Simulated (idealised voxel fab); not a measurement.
The process module that follows is named voxel spacer lines.
Cross-section cut: width 265 nm, square cells of 5 nm.
A cross-section is written here as square cells arranged in a grid, and it is given in bands from the top down, each band taking up one or more rows of cells.
For a band, the entry starts with two heights in nm, that of the top and then that of the bottom, and carries on with the band's materials in order from left to right, each alongside its width in nm; the word "edge to edge" beside a single material means it fills the band edge to edge, and "air" means empty space.
Heights are measured from 0, the level below which the as-received wafer is all one material; the lowest band has no bottom and continues downward, written as in "0 -> down".
Graded width ("30..40"): value in top row of band = first number; value in bottom row = second number; row-to-row change constant.
Basically "stayed the same" means that step didn't change any cell in the cross-section.
Basically, "Closed-off voids" tells you about the enclosed voids: empty spaces with no open way to the top, 8 cells or bigger, each written width x height at distance, where distance is from the left edge, all in nm.
Anything after a step's settings on that line? It's the simulator's own note about the step.
overlay nm: right-of-plan distance of the mask on a masked step; negative values mean left-of-plan.
## Listed below are the process steps as planned
1) RECEIVE, material Si
2) CONFORMAL_DEP, material SiO2, thk nm 5
3) DIRECTIONAL_DEP, material TiN, thk nm 20
4) DIRECTIONAL_DEP, material polySi, thk nm 25
5) PATTERN, tone cover, mask id MANDREL, material resist, width nm 15, pitch nm 60, thk nm 35, overlay nm 0
6) DIRECTIONAL_ETCH, etch materials polySi, depth nm 25
7) STRIP, etch materials resist
8) CONFORMAL_DEP, material SiN, thk nm 15
9) DIRECTIONAL_ETCH, etch materials SiN, depth nm 15
10) STRIP, etch materials polySi
11) DIRECTIONAL_ETCH, etch materials TiN, depth nm 20
12) STRIP, etch materials SiN
## The cross-section here shows the wafer as received, i.e. in its state after step 1
0 -> down = Si edge to edge
Closed-off voids: none
## Module complete - cross-section of the first of two wafers, run according to plan
25 -> 5 = air (80) | TiN (15) | air (15) | TiN (15) | air (15) | TiN (15) | air (15) | TiN (15) | air (80)
5 -> 0 = SiO2 edge to edge
0 -> down = Si edge to edge
Closed-off voids: none
## Cross-section, wafer two of two, end of module: same start and plan as wafer one, one error in execution
25 -> 5 = air (95) | TiN (15) | air (45) | TiN (15) | air (95)
5 -> 0 = SiO2 edge to edge
0 -> down = Si edge to edge
Closed-off voids: none
The mistake made against the process plan was this: planned and actual differ for step 5; actual: PATTERN, tone open, mask id MANDREL, material resist, width nm 15, pitch nm 60, thk nm 35, overlay nm 0
End of process, cell counts, second wafer against first, materials with more or fewer: TiN: 24 fewer
